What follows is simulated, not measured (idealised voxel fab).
process module | voxel local oxidation
cross-section cut | 225 nm wide | cells 5 nm
A cross-section is a grid of square cells, given in bands from the top down. A band is one or more rows of cells.
Each band's line starts with the height of the band's top and of its bottom, in nm. Then come its materials from left to right, each with its width in nm. One material with "throughout" fills the band from edge to edge. "air" is empty space.
Height 0 is the level under which the wafer as received is all one material. The lowest band goes on downwards, as in "0 down".
A width such as "30 to 40" changes by the same amount from each row of cells to the next, from the band's top row to its bottom row.
"no change" after a step means that no cell of the cross-section changed.
closed voids: empty space of 8 cells or more with no open way to the top, each as width x height at its distance from the left edge, in nm
after a step's settings: what the simulator itself notes on the step
overlay nm, on a step with a mask: how far to the right of its planned place the mask lay; to the left if negative
plan
1 op RECEIVE | material Si
2 op OXIDIZE | depth nm 5
3 op CONFORMAL_DEP | material SiN | thk nm 15
4 op MASKED_ETCH | tone cover | mask id ACTIVE | width nm 95 | etch materials SiN | depth nm 15 | overlay nm 0
5 op SELECTIVE_ETCH | etch materials SiO2 | depth nm 5
6 op OXIDIZE | depth nm 15
7 op STRIP | etch materials SiN
as received, after step 1
  0 down: Si throughout
  closed voids: none
a wafer at the end: this start, this plan, one mistake
  0 to -5: air 75 | SiO2 80 | air 70
  -5 to -20: SiO2 90 | Si 50 | SiO2 85
  -20 down: Si throughout
  closed voids: none
what went wrong: step 4 ran as: op MASKED_ETCH | tone cover | mask id ACTIVE | width nm 90 | etch materials SiN | depth nm 15 | overlay nm 0
